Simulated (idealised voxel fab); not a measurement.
process module | voxel quadruple lines
cross-section cut | 280 nm wide | cells 5 nm
A cross-section is a grid of square cells, given in bands from the top down. A band is one or more rows of cells.
Each band's line starts with the height of the band's top and of its bottom, in nm. Then come its materials from left to right, each with its width in nm. One material with "throughout" fills the band from edge to edge. "air" is empty space.
Height 0 is the level under which the wafer as received is all one material. The lowest band goes on downwards, as in "0 down".
A width such as "30 to 40" changes by the same amount from each row of cells to the next, from the band's top row to its bottom row.
"no change" after a step means that no cell of the cross-section changed.
closed voids: empty space of 8 cells or more with no open way to the top, each as width x height at its distance from the left edge, in nm
after a step's settings: what the simulator itself notes on the step
overlay nm, on a step with a mask: how far to the right of its planned place the mask lay; to the left if negative
plan
1 op RECEIVE | material Si
2 op CONFORMAL_DEP | material SiO2 | thk nm 5
3 op DIRECTIONAL_DEP | material W | thk nm 15
4 op DIRECTIONAL_DEP | material polySi | thk nm 20
5 op DIRECTIONAL_DEP | material aC | thk nm 20
6 op PATTERN | tone cover | mask id MANDREL | material resist | width nm 25 | thk nm 30 | overlay nm 0
7 op DIRECTIONAL_ETCH | etch materials aC | depth nm 20
8 op STRIP | etch materials resist
9 op CONFORMAL_DEP | material SiO2 | thk nm 15
10 op DIRECTIONAL_ETCH | etch materials SiO2 | depth nm 15
11 op STRIP | etch materials aC
12 op DIRECTIONAL_ETCH | etch materials polySi | depth nm 20
13 op STRIP | etch materials SiO2
14 op CONFORMAL_DEP | material SiCN | thk nm 5
15 op DIRECTIONAL_ETCH | etch materials SiCN | depth nm 5
16 op STRIP | etch materials polySi
17 op DIRECTIONAL_ETCH | etch materials W | depth nm 15
18 op STRIP | etch materials SiCN
as received, after step 1
  0 down: Si throughout
  closed voids: none
first wafer at the end, as planned
  20 to 5: air 105 | W 5 | air 15 | W 5 | air 15 | W 5 | air 15 | W 5 | air 110
  5 to 0: SiO2 throughout
  0 down: Si throughout
  closed voids: none
second wafer at the end: like start, like plan, one mistake
  20 to 5: air 115 | W 5 | air 5 | W 5 | air 15 | W 5 | air 5 | W 5 | air 120
  5 to 0: SiO2 throughout
  0 down: Si throughout
  closed voids: none
what went wrong: step 9 ran as: op CONFORMAL_DEP | material SiO2 | thk nm 5
at the end the second wafer has, in cells: as many of each material as the first, in other places
